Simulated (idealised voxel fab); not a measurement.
Presented below is a process module, voxel wiring stack.
Section shown: cut. Width: 195 nm. Cell size: 5 nm, square.
We lay out every cross-section as a grid of square cells and spell it out in bands from the top down, where one band means one or more rows of cells.
Per band: top height and bottom height in nm, followed by the left-to-right materials and their widths in nm; "all across" marks a single material spanning edge to edge, "air" marks empty space.
Heights are measured from 0, the level below which the as-received wafer is all one material; the lowest band has no bottom and continues downward, written as in "0 -> down".
Width spec "30..40" -> top row of cells at first value, bottom row at second value, equal per-row change in between.
Where a step carries "remains unaltered", the cross-section came out of it unchanged, cell for cell.
Empty spaces counting at least 8 cells and having no open way to the top are listed in "Unvented internal voids". The notation width x height at distance is used for each, the distance being from the left edge and all three values in nm.
Anything after a step's settings on that line? It's the simulator's own note about the step.
"overlay nm" on a masked step: distance the mask lay right of its planned place, negative for left.
THE STEPS PLANNED FOR THE PROCESS ARE AS FOLLOWS
step 1: RECEIVE [material Si]
step 2: CONFORMAL_DEP [material SiO2] [thk nm 15]
step 3: DIRECTIONAL_DEP [material TiN] [thk nm 5]
step 4: DIRECTIONAL_DEP [material W] [thk nm 20]
step 5: MASKED_ETCH [tone cover] [mask id METAL_1] [width nm 25] [pitch nm 55] [etch materials W] [depth nm 20] [overlay nm 0]
step 6: MASKED_ETCH [tone cover] [mask id METAL_1] [width nm 25] [pitch nm 55] [etch materials TiN] [depth nm 5] [overlay nm 0]
step 7: CONFORMAL_DEP [material SiN] [thk nm 5]
step 8: FILL_DEP [material lowk] [thk nm 5]
step 9: CMP [height nm 40]
step 10: CONFORMAL_DEP [material SiCN] [thk nm 5]
step 11: DIRECTIONAL_DEP [material SiO2] [thk nm 15]
step 12: DIRECTIONAL_DEP [material aC] [thk nm 10]
step 13: PATTERN [tone open] [mask id PLUG_1] [material resist] [width nm 15] [thk nm 25] [overlay nm 0]
step 14: DIRECTIONAL_ETCH [etch materials aC] [depth nm 10]
step 15: STRIP [etch materials resist]
step 16: DIRECTIONAL_ETCH [etch materials SiO2] [depth nm 15]
step 17: DIRECTIONAL_ETCH [etch materials SiCN] [depth nm 5]
step 18: STRIP [etch materials aC]
step 19: EPI [material Ru] [thk nm 10]
step 20: EPI [material Ru] [thk nm 10]
step 21: CONFORMAL_DEP [material SiN] [thk nm 5]
step 22: DIRECTIONAL_DEP [material SiO2] [thk nm 25]
step 23: PATTERN [tone open] [mask id METAL_2] [material resist] [width nm 25] [pitch nm 55] [thk nm 15] [overlay nm 0]
step 24: DIRECTIONAL_ETCH [etch materials SiO2] [depth nm 25]
step 25: DIRECTIONAL_ETCH [etch materials SiN] [depth nm 5]
step 26: STRIP [etch materials resist]
step 27: CONFORMAL_DEP [material TiN] [thk nm 5]
step 28: FILL_DEP [material W] [thk nm 10]
step 29: CMP [height nm 90]
step 30: CONFORMAL_DEP [material SiN] [thk nm 5]
CROSS-SECTION OF THE WAFER AS IT CAME TO US, I.E., ALREADY THROUGH STEP 1
0 -> down: Si all across
Unvented internal voids: none
CROSS-SECTION: FIRST OF TWO WAFERS, MODULE FINISHED, RUN ACCORDING TO PLAN
95 -> 90: SiN all across
90 -> 65: SiO2 55, TiN 5, W 15, TiN 5, SiO2 30, TiN 5, W 15, TiN 5, SiO2 60
65 -> 60: SiN 55, TiN 25, SiN 30, TiN 25, SiN 60
60 -> 45: SiO2 55, Ru 15, SiO2 125
45 -> 40: SiCN 55, Ru 15, SiCN 125
40 -> 20: lowk 50, SiN 5, W 25, SiN 5, lowk 20, SiN 5, W 25, SiN 5, lowk 55
20 -> 15: SiN 55, TiN 25, SiN 30, TiN 25, SiN 60
15 -> 0: SiO2 all across
0 -> down: Si all across
Unvented internal voids: none
THE SECOND WAFER, SHOWN IN CROSS-SECTION AFTER THE MODULE: STARTED THE SAME WAY AS THE FIRST AND GIVEN THE SAME PLAN, YET ONE MISTAKE CREPT INTO HOW IT WAS RUN
95 -> 90: SiN all across
90 -> 65: W 50, TiN 5, SiO2 25, TiN 5, W 20, TiN 5, SiO2 25, TiN 5, W 55
65 -> 60: TiN 55, SiN 25, TiN 30, SiN 25, TiN 60
60 -> 45: SiO2 55, Ru 15, SiO2 125
45 -> 40: SiCN 55, Ru 15, SiCN 125
40 -> 20: lowk 50, SiN 5, W 25, SiN 5, lowk 20, SiN 5, W 25, SiN 5, lowk 55
20 -> 15: SiN 55, TiN 25, SiN 30, TiN 25, SiN 60
15 -> 0: SiO2 all across
0 -> down: Si all across
Unvented internal voids: none
So what did we get wrong on this run? step 23 ran as: PATTERN [tone cover] [mask id METAL_2] [material resist] [width nm 25] [pitch nm 55] [thk nm 15] [overlay nm 0]
Counted in cells at the end, the second wafer holds more or fewer of these materials than the first: -19 SiN; -95 SiO2; +19 TiN; +95 W
